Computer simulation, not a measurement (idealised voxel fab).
Name of the process module below: voxel self aligned contacts
Shown is cross-section cut, with a width of 235 nm and square cells of size 5 nm.
Cross-section, as written here: a square-cell grid given band by band from the top down, where a band holds one or more rows of cells.
Top height, bottom height, nm. Materials left to right, width each, nm. Single material + "edge to edge" = fills band edge to edge. "blank" = empty.
Note: height 0 marks the level under which the wafer is uniformly one material as received. Lowest band unbounded below, written "0 nm and below".
A two-number width, for instance "30..40", indicates that the width is equal to the first number in the top row of the band and to the second number in the bottom row, and that it changes by a constant amount per row of cells.
You'll sometimes find "nothing got changed" written for a step, and that's the way of saying that nowhere in the cross-section did a cell change during that step.
Entry "Closed void entries". Content: empty spaces with no open connection to the top, size 8 cells or greater. Each: width x height at distance. Distance: from left edge. Unit: nm.
Text after the settings on a step's line: the simulator's own remark on that step.
The line of a step may include "overlay nm". On a step with a mask, this value is how far to the right of its planned place the mask lay. A negative value means the mask lay to the left.
# Process steps foreseen in the plan
1) RECEIVE with material Si
2) OXIDIZE with depth nm 5
3) DIRECTIONAL_DEP with material polySi, thk nm 25
4) DIRECTIONAL_DEP with material SiN, thk nm 15
5) PATTERN with tone cover, mask id GATE, material resist, width nm 25, pitch nm 60, thk nm 15, overlay nm 0
6) DIRECTIONAL_ETCH with etch materials SiN, depth nm 15
7) DIRECTIONAL_ETCH with etch materials polySi, depth nm 25
8) STRIP with etch materials resist
9) CONFORMAL_DEP with material SiN, thk nm 5
10) DIRECTIONAL_ETCH with etch materials SiN, depth nm 5
11) FILL_DEP with material SiO2, thk nm 15
12) CMP with height nm 45
13) PATTERN with tone open, mask id CONTACT, material resist, width nm 45, pitch nm 60, thk nm 15, overlay nm 0
14) DIRECTIONAL_ETCH with etch materials SiO2, depth nm 50
15) STRIP with etch materials resist
16) CONFORMAL_DEP with material TiN, thk nm 5
17) FILL_DEP with material W, thk nm 5
18) CMP with height nm 45
19) CONFORMAL_DEP with material SiN, thk nm 5
# The following pertains to the first of two wafers, which was processed as planned
# Step 1 complete: cross-section of the wafer as received
	0 nm and below = Si edge to edge
	Closed void entries: none
# Cross-section: wafer state after step 2
	0 nm to -5 nm = SiO2 edge to edge
	For the remainder of the cross-section, below -5, there is no change.
# Cross-section: wafer state after step 3
	25 nm to 0 nm = polySi edge to edge
	For the remainder of the cross-section, below 0, there is no change.
# Cross-section: wafer state after step 4
	40 nm to 25 nm = SiN edge to edge
	For the remainder of the cross-section, below 25, there is no change.
# Cross-section: wafer state after step 5
	55 nm to 40 nm = blank 45 nm  resist 25 nm  blank 35 nm  resist 25 nm  blank 35 nm  resist 25 nm  blank 45 nm
	For the remainder of the cross-section, below 40, there is no change.
# Cross-section: wafer state after step 6
	55 nm to 40 nm = blank 45 nm  resist 25 nm  blank 35 nm  resist 25 nm  blank 35 nm  resist 25 nm  blank 45 nm
	40 nm to 25 nm = blank 45 nm  SiN 25 nm  blank 35 nm  SiN 25 nm  blank 35 nm  SiN 25 nm  blank 45 nm
	For the remainder of the cross-section, below 25, there is no change.
# Cross-section: wafer state after step 7
	55 nm to 40 nm = blank 45 nm  resist 25 nm  blank 35 nm  resist 25 nm  blank 35 nm  resist 25 nm  blank 45 nm
	40 nm to 25 nm = blank 45 nm  SiN 25 nm  blank 35 nm  SiN 25 nm  blank 35 nm  SiN 25 nm  blank 45 nm
	25 nm to 0 nm = blank 45 nm  polySi 25 nm  blank 35 nm  polySi 25 nm  blank 35 nm  polySi 25 nm  blank 45 nm
	For the remainder of the cross-section, below 0, there is no change.
# Cross-section: wafer state after step 8
	40 nm to 25 nm = blank 45 nm  SiN 25 nm  blank 35 nm  SiN 25 nm  blank 35 nm  SiN 25 nm  blank 45 nm
	For the remainder of the cross-section, below 25, there is no change.
# Cross-section: wafer state after step 9
	45 nm to 25 nm = blank 40 nm  SiN 35 nm  blank 25 nm  SiN 35 nm  blank 25 nm  SiN 35 nm  blank 40 nm
	25 nm to 5 nm = blank 40 nm  SiN 5 nm  polySi 25 nm  SiN 5 nm  blank 25 nm  SiN 5 nm  polySi 25 nm  SiN 5 nm  blank 25 nm  SiN 5 nm  polySi 25 nm  SiN 5 nm  blank 40 nm
	5 nm to 0 nm = SiN 45 nm  polySi 25 nm  SiN 35 nm  polySi 25 nm  SiN 35 nm  polySi 25 nm  SiN 45 nm
	For the remainder of the cross-section, below 0, there is no change.
# Cross-section: wafer state after step 10
	40 nm to 25 nm = blank 40 nm  SiN 35 nm  blank 25 nm  SiN 35 nm  blank 25 nm  SiN 35 nm  blank 40 nm
	25 nm to 0 nm = blank 40 nm  SiN 5 nm  polySi 25 nm  SiN 5 nm  blank 25 nm  SiN 5 nm  polySi 25 nm  SiN 5 nm  blank 25 nm  SiN 5 nm  polySi 25 nm  SiN 5 nm  blank 40 nm
	For the remainder of the cross-section, below 0, there is no change.
# Cross-section: wafer state after step 11
	55 nm to 40 nm = SiO2 edge to edge
	40 nm to 25 nm = SiO2 40 nm  SiN 35 nm  SiO2 25 nm  SiN 35 nm  SiO2 25 nm  SiN 35 nm  SiO2 40 nm
	25 nm to 0 nm = SiO2 40 nm  SiN 5 nm  polySi 25 nm  SiN 5 nm  SiO2 25 nm  SiN 5 nm  polySi 25 nm  SiN 5 nm  SiO2 25 nm  SiN 5 nm  polySi 25 nm  SiN 5 nm  SiO2 40 nm
	For the remainder of the cross-section, below 0, there is no change.
# Cross-section: wafer state after step 12
	45 nm to 40 nm = SiO2 edge to edge
	For the remainder of the cross-section, below 40, there is no change.
# Cross-section: wafer state after step 13
	60 nm to 45 nm = resist 65 nm  blank 45 nm  resist 15 nm  blank 45 nm  resist 65 nm
	For the remainder of the cross-section, below 45, there is no change.
# Cross-section: wafer state after step 14
	60 nm to 45 nm = resist 65 nm  blank 45 nm  resist 15 nm  blank 45 nm  resist 65 nm
	45 nm to 40 nm = SiO2 65 nm  blank 45 nm  SiO2 15 nm  blank 45 nm  SiO2 65 nm
	40 nm to 25 nm = SiO2 40 nm  SiN 35 nm  blank 25 nm  SiN 35 nm  blank 25 nm  SiN 35 nm  SiO2 40 nm
	25 nm to 0 nm = SiO2 40 nm  SiN 5 nm  polySi 25 nm  SiN 5 nm  blank 25 nm  SiN 5 nm  polySi 25 nm  SiN 5 nm  blank 25 nm  SiN 5 nm  polySi 25 nm  SiN 5 nm  SiO2 40 nm
	0 nm to -5 nm = SiO2 75 nm  blank 25 nm  SiO2 35 nm  blank 25 nm  SiO2 75 nm
	For the remainder of the cross-section, below -5, there is no change.
# Cross-section: wafer state after step 15
	45 nm to 40 nm = SiO2 65 nm  blank 45 nm  SiO2 15 nm  blank 45 nm  SiO2 65 nm
	For the remainder of the cross-section, below 40, there is no change.
# Cross-section: wafer state after step 16
	50 nm to 45 nm = TiN 70 nm  blank 35 nm  TiN 25 nm  blank 35 nm  TiN 70 nm
	45 nm to 40 nm = SiO2 65 nm  TiN 15 nm  blank 15 nm  TiN 15 nm  SiO2 15 nm  TiN 15 nm  blank 15 nm  TiN 15 nm  SiO2 65 nm
	40 nm to 25 nm = SiO2 40 nm  SiN 35 nm  TiN 5 nm  blank 15 nm  TiN 5 nm  SiN 35 nm  TiN 5 nm  blank 15 nm  TiN 5 nm  SiN 35 nm  SiO2 40 nm
	25 nm to 0 nm = SiO2 40 nm  SiN 5 nm  polySi 25 nm  SiN 5 nm  TiN 5 nm  blank 15 nm  TiN 5 nm  SiN 5 nm  polySi 25 nm  SiN 5 nm  TiN 5 nm  blank 15 nm  TiN 5 nm  SiN 5 nm  polySi 25 nm  SiN 5 nm  SiO2 40 nm
	0 nm to -5 nm = SiO2 75 nm  TiN 25 nm  SiO2 35 nm  TiN 25 nm  SiO2 75 nm
	For the remainder of the cross-section, below -5, there is no change.
# Cross-section: wafer state after step 17
	55 nm to 50 nm = W edge to edge
	50 nm to 45 nm = TiN 70 nm  W 35 nm  TiN 25 nm  W 35 nm  TiN 70 nm
	45 nm to 40 nm = SiO2 65 nm  TiN 15 nm  W 15 nm  TiN 15 nm  SiO2 15 nm  TiN 15 nm  W 15 nm  TiN 15 nm  SiO2 65 nm
	40 nm to 25 nm = SiO2 40 nm  SiN 35 nm  TiN 5 nm  W 15 nm  TiN 5 nm  SiN 35 nm  TiN 5 nm  W 15 nm  TiN 5 nm  SiN 35 nm  SiO2 40 nm
	25 nm to 0 nm = SiO2 40 nm  SiN 5 nm  polySi 25 nm  SiN 5 nm  TiN 5 nm  W 15 nm  TiN 5 nm  SiN 5 nm  polySi 25 nm  SiN 5 nm  TiN 5 nm  W 15 nm  TiN 5 nm  SiN 5 nm  polySi 25 nm  SiN 5 nm  SiO2 40 nm
	For the remainder of the cross-section, below 0, there is no change.
# Cross-section: wafer state after step 18
	45 nm to 40 nm = SiO2 65 nm  TiN 15 nm  W 15 nm  TiN 15 nm  SiO2 15 nm  TiN 15 nm  W 15 nm  TiN 15 nm  SiO2 65 nm
	For the remainder of the cross-section, below 40, there is no change.
# Cross-section: wafer state after step 19
	50 nm to 45 nm = SiN edge to edge
	For the remainder of the cross-section, below 45, there is no change.
# Second wafer, same starting conditions and recipe as the first, one mistake in executing it, nothing differs from the first up to and including step 3
# Second wafer shown in cross-section at the time step 4 was slated to end
	40 nm to 25 nm = TiN edge to edge
	For the remainder of the cross-section, below 25, there is no change.
# Second wafer shown in cross-section at the time step 5 was slated to end
	55 nm to 40 nm = blank 45 nm  resist 25 nm  blank 35 nm  resist 25 nm  blank 35 nm  resist 25 nm  blank 45 nm
	For the remainder of the cross-section, below 40, there is no change.
Second wafer shown in cross-section at the time step 6 was slated to end: nothing got changed
Second wafer shown in cross-section at the time step 7 was slated to end: nothing got changed
# Second wafer shown in cross-section at the time step 8 was slated to end
	40 nm to 25 nm = TiN edge to edge
	For the remainder of the cross-section, below 25, there is no change.
# Second wafer shown in cross-section at the time step 9 was slated to end
	45 nm to 40 nm = SiN edge to edge
	For the remainder of the cross-section, below 40, there is no change.
# Second wafer shown in cross-section at the time step 10 was slated to end
	40 nm to 25 nm = TiN edge to edge
	For the remainder of the cross-section, below 25, there is no change.
# Second wafer shown in cross-section at the time step 11 was slated to end
	55 nm to 40 nm = SiO2 edge to edge
	For the remainder of the cross-section, below 40, there is no change.
# Second wafer shown in cross-section at the time step 12 was slated to end
	45 nm to 40 nm = SiO2 edge to edge
	For the remainder of the cross-section, below 40, there is no change.
# Second wafer shown in cross-section at the time step 13 was slated to end
	60 nm to 45 nm = resist 65 nm  blank 45 nm  resist 15 nm  blank 45 nm  resist 65 nm
	For the remainder of the cross-section, below 45, there is no change.
# Second wafer shown in cross-section at the time step 14 was slated to end
	60 nm to 45 nm = resist 65 nm  blank 45 nm  resist 15 nm  blank 45 nm  resist 65 nm
	45 nm to 40 nm = SiO2 65 nm  blank 45 nm  SiO2 15 nm  blank 45 nm  SiO2 65 nm
	For the remainder of the cross-section, below 40, there is no change.
# Second wafer shown in cross-section at the time step 15 was slated to end
	45 nm to 40 nm = SiO2 65 nm  blank 45 nm  SiO2 15 nm  blank 45 nm  SiO2 65 nm
	For the remainder of the cross-section, below 40, there is no change.
# Second wafer shown in cross-section at the time step 16 was slated to end
	50 nm to 45 nm = TiN 70 nm  blank 35 nm  TiN 25 nm  blank 35 nm  TiN 70 nm
	45 nm to 40 nm = SiO2 65 nm  TiN 45 nm  SiO2 15 nm  TiN 45 nm  SiO2 65 nm
	For the remainder of the cross-section, below 40, there is no change.
# Second wafer shown in cross-section at the time step 17 was slated to end
	55 nm to 50 nm = W edge to edge
	50 nm to 45 nm = TiN 70 nm  W 35 nm  TiN 25 nm  W 35 nm  TiN 70 nm
	For the remainder of the cross-section, below 45, there is no change.
# Second wafer shown in cross-section at the time step 18 was slated to end
	45 nm to 40 nm = SiO2 65 nm  TiN 45 nm  SiO2 15 nm  TiN 45 nm  SiO2 65 nm
	For the remainder of the cross-section, below 40, there is no change.
# Second wafer shown in cross-section at the time step 19 was slated to end
	50 nm to 45 nm = SiN edge to edge
	For the remainder of the cross-section, below 45, there is no change.
Processing error: the process deviated at step 4: the operation and settings actually run there were DIRECTIONAL_DEP with material TiN, thk nm 15
Bottom line after processing is that, in cells, the second wafer is up or down on some materials versus the first: -93 SiN, -118 SiO2, +105 TiN, -54 W, +160 polySi
